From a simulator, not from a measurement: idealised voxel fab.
The process module presented herein is designated voxel air gaps.
Section shown: cut. Width: 200 nm. Cell size: 5 nm, square.
A cross-section in this document is a grid of square cells, and it is written down as bands, the top band listed before the ones below it; a band is made up of one or more rows of cells.
The entry gives the band's vertical extent as a top height and a bottom height in nm, then its horizontal make-up as materials from left to right, each with a width in nm. "empty" stands for empty space; a single material marked "throughout" fills the band edge to edge.
Heads up on the height convention: 0 is the point under which the incoming wafer is all one material, and the lowest band has no bottom, it just keeps going down, like "0 and below".
So if you see something like "30..40" for the width, read it as the top row of the band sitting at the first number and the bottom row at the second, with every row in between moving by the same amount as the last.
"nothing altered" for a step: no cell of the cross-section changed in that step.
You'll see "Sealed internal voids" listing empty spaces that have no way open to the top, as long as they're 8 cells or more; the notation is width x height at distance, where the distance is from the left edge, and all of it is in nm.
Text after the settings on a step's line: the simulator's own remark on that step.
overlay nm: right-of-plan distance of the mask on a masked step; negative values mean left-of-plan.

The steps planned for the process are as follows:
1: RECEIVE (material Si)
2: CONFORMAL_DEP (material SiO2; thk nm 15)
3: CONFORMAL_DEP (material SiN; thk nm 5)
4: DIRECTIONAL_DEP (material SiO2; thk nm 35)
5: DIRECTIONAL_DEP (material aC; thk nm 15)
6: PATTERN (tone open; mask id LINES; material resist; width nm 15; pitch nm 40; thk nm 35; overlay nm 0)
7: DIRECTIONAL_ETCH (etch materials aC; depth nm 15)
8: STRIP (etch materials resist)
9: DIRECTIONAL_ETCH (etch materials SiO2; depth nm 35)
10: STRIP (etch materials aC)
11: CONFORMAL_DEP (material TiN; thk nm 5)
12: FILL_DEP (material W; thk nm 5)
13: CMP (height nm 55)
14: EPI (material Ru; thk nm 10)
15: SELECTIVE_ETCH (etch materials SiO2; depth nm 45)
16: CONFORMAL_DEP (material SiCN; thk nm 5)

Cross-section of the wafer at receipt, which is the condition after step 1:
- 0 and below | Si throughout
- Sealed internal voids: none

Look at the cross-section after the module: the wafer started out the way shown above and the plan was the one shown above, yet one mistake was made along the way:
- 60 down to 55 | SiCN throughout
- 55 down to 50 | SiN throughout
- 50 down to 0 | SiO2 throughout
- 0 and below | Si throughout
- Sealed internal voids: none
Error vs. plan: a sequencing error occurred in which plan steps 3 and 4 were transposed
